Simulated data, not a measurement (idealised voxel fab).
The following process module bears the name voxel capacitor over wiring.
Shown is cross-section cut, with a width of 265 nm and square cells of size 5 nm.
We lay out every cross-section as a grid of square cells and spell it out in bands from the top down, where one band means one or more rows of cells. Look at the band entry: it leads with the top's height and the bottom's height in nm. Then it lists the materials left to right, with a width in nm for each. The word "everywhere" on a single material says that material fills the band edge to edge. The word "blank" is empty space. A quick word on heights: they are counted from 0, and under that level the wafer as it came to us is one material throughout. The lowest band is different from the rest in having no bottom; it simply continues downward, written as in "0 nm and below". Per-row width for "30 to 40": begins at first number (top row of band), ends at second number (bottom row), increment between rows held constant. "nothing altered" after a step means that no cell of the cross-section changed. Entry "Enclosed void list". Content: empty spaces with no open connection to the top, size 8 cells or greater. Each: width x height at distance. Distance: from left edge. Unit: nm. Whatever follows a step's settings on its line is a remark the simulator itself makes about that step. A step line may carry the setting "overlay nm", which, for steps involving a mask, states the distance by which the mask lay to the right of its intended position; negative values denote displacement to the left.
**Planned process steps**
- 1: RECEIVE: material Si
- 2: CONFORMAL_DEP: material SiO2, thk nm 10
- 3: DIRECTIONAL_DEP: material TiN, thk nm 5
- 4: DIRECTIONAL_DEP: material W, thk nm 20
- 5: PATTERN: tone cover, mask id METAL_1, material resist, width nm 25, pitch nm 75, thk nm 20, overlay nm 0
- 6: DIRECTIONAL_ETCH: etch materials W, depth nm 20
- 7: DIRECTIONAL_ETCH: etch materials TiN, depth nm 5
- 8: STRIP: etch materials resist
- 9: FILL_DEP: material lowk, thk nm 10
- 10: CMP: height nm 35
- 11: CONFORMAL_DEP: material SiCN, thk nm 5
- 12: DIRECTIONAL_DEP: material lowk, thk nm 20
- 13: DIRECTIONAL_DEP: material aC, thk nm 15
- 14: PATTERN: tone open, mask id PLUG_1, material resist, width nm 15, thk nm 30, overlay nm 0
- 15: DIRECTIONAL_ETCH: etch materials aC, depth nm 15
- 16: STRIP: etch materials resist
- 17: DIRECTIONAL_ETCH: etch materials lowk, depth nm 20
- 18: DIRECTIONAL_ETCH: etch materials SiCN, depth nm 5
- 19: STRIP: etch materials aC
- 20: EPI: material Ru, thk nm 10
- 21: EPI: material Ru, thk nm 10
- 22: EPI: material Ru, thk nm 5
- 23: DIRECTIONAL_DEP: material TiN, thk nm 5
- 24: DIRECTIONAL_DEP: material SiN, thk nm 5
- 25: DIRECTIONAL_DEP: material TiN, thk nm 10
- 26: DIRECTIONAL_DEP: material aC, thk nm 15
- 27: PATTERN: tone cover, mask id UPPER_PLATE, material resist, width nm 45, thk nm 30, overlay nm 0
- 28: DIRECTIONAL_ETCH: etch materials aC, depth nm 15
- 29: STRIP: etch materials resist
- 30: DIRECTIONAL_ETCH: etch materials TiN, depth nm 10
- 31: DIRECTIONAL_ETCH: etch materials SiN, depth nm 5
- 32: STRIP: etch materials aC
- 33: MASKED_ETCH: tone cover, mask id LOWER_PLATE, width nm 65, etch materials TiN, depth nm 5, overlay nm 0
- 34: FILL_DEP: material SiO2, thk nm 15
- 35: CMP: height nm 90
- 36: DIRECTIONAL_DEP: material aC, thk nm 15
- 37: PATTERN: tone open, mask id PLUG_2, material resist, width nm 15, thk nm 30, overlay nm 0
- 38: DIRECTIONAL_ETCH: etch materials aC, depth nm 15
- 39: STRIP: etch materials resist
- 40: DIRECTIONAL_ETCH: etch materials SiO2, depth nm 10
- 41: STRIP: etch materials aC
- 42: CONFORMAL_DEP: material TiN, thk nm 5
- 43: FILL_DEP: material W, thk nm 10
- 44: CMP: height nm 90
- 45: CONFORMAL_DEP: material SiCN, thk nm 5
The wafers in this document start out alike and differ in the width nm applied at step 27; the plan shows the value used for the first wafer.
**The as-received cross-section of the first of several wafers corresponds to the state after step 1**
0 nm and below | Si everywhere
Enclosed void list: none
**Last step of the module is step 45; after it, the first of several wafers in cross-section**
95 nm to 90 nm | SiCN everywhere
90 nm to 85 nm | SiO2 100 nm | TiN 5 nm | W 5 nm | TiN 5 nm | SiO2 150 nm
85 nm to 80 nm | SiO2 100 nm | TiN 15 nm | SiO2 150 nm
80 nm to 70 nm | SiO2 95 nm | TiN 45 nm | SiO2 125 nm
70 nm to 65 nm | SiO2 95 nm | SiN 45 nm | SiO2 125 nm
65 nm to 60 nm | SiO2 85 nm | TiN 65 nm | SiO2 115 nm
60 nm to 40 nm | lowk 90 nm | Ru 15 nm | lowk 160 nm
40 nm to 35 nm | SiCN 90 nm | Ru 15 nm | SiCN 160 nm
35 nm to 15 nm | lowk 80 nm | W 25 nm | lowk 50 nm | W 25 nm | lowk 85 nm
15 nm to 10 nm | lowk 80 nm | TiN 25 nm | lowk 50 nm | TiN 25 nm | lowk 85 nm
10 nm to 0 nm | SiO2 everywhere
0 nm and below | Si everywhere
Enclosed void list: none
**End of module, last wafer sectioned**
95 nm to 90 nm | SiCN everywhere
90 nm to 85 nm | SiO2 100 nm | TiN 5 nm | W 5 nm | TiN 5 nm | SiO2 150 nm
85 nm to 75 nm | SiO2 100 to 85 nm | TiN 15 to 65 nm | SiO2 150 to 115 nm
75 nm to 70 nm | SiO2 85 nm | TiN 70 nm | SiO2 110 nm
70 nm to 65 nm | SiO2 85 nm | SiN 70 nm | SiO2 110 nm
65 nm to 60 nm | SiO2 85 nm | TiN 70 nm | SiO2 110 nm
60 nm to 40 nm | lowk 90 nm | Ru 15 nm | lowk 160 nm
40 nm to 35 nm | SiCN 90 nm | Ru 15 nm | SiCN 160 nm
35 nm to 15 nm | lowk 80 nm | W 25 nm | lowk 50 nm | W 25 nm | lowk 85 nm
15 nm to 10 nm | lowk 80 nm | TiN 25 nm | lowk 50 nm | TiN 25 nm | lowk 85 nm
10 nm to 0 nm | SiO2 everywhere
0 nm and below | Si everywhere
Enclosed void list: none
**Per-wafer rows below. For each material: cells gained (+) or lost (-) since the wafer was received, as of end of module. Then: closed voids**
width nm 45, +15 Ru, +103 SiCN, +9 SiN, +378 SiO2, +46 TiN, +41 W, +415 lowk, Enclosed void list: none
width nm 50, +15 Ru, +103 SiCN, +10 SiN, +375 SiO2, +48 TiN, +41 W, +415 lowk, Enclosed void list: none
width nm 55, +15 Ru, +103 SiCN, +11 SiN, +372 SiO2, +50 TiN, +41 W, +415 lowk, Enclosed void list: none
width nm 60, +15 Ru, +103 SiCN, +12 SiN, +369 SiO2, +52 TiN, +41 W, +415 lowk, Enclosed void list: none
width nm 65, +15 Ru, +103 SiCN, +13 SiN, +366 SiO2, +54 TiN, +41 W, +415 lowk, Enclosed void list: none
width nm 70, +15 Ru, +103 SiCN, +14 SiN, +363 SiO2, +56 TiN, +41 W, +415 lowk, Enclosed void list: none
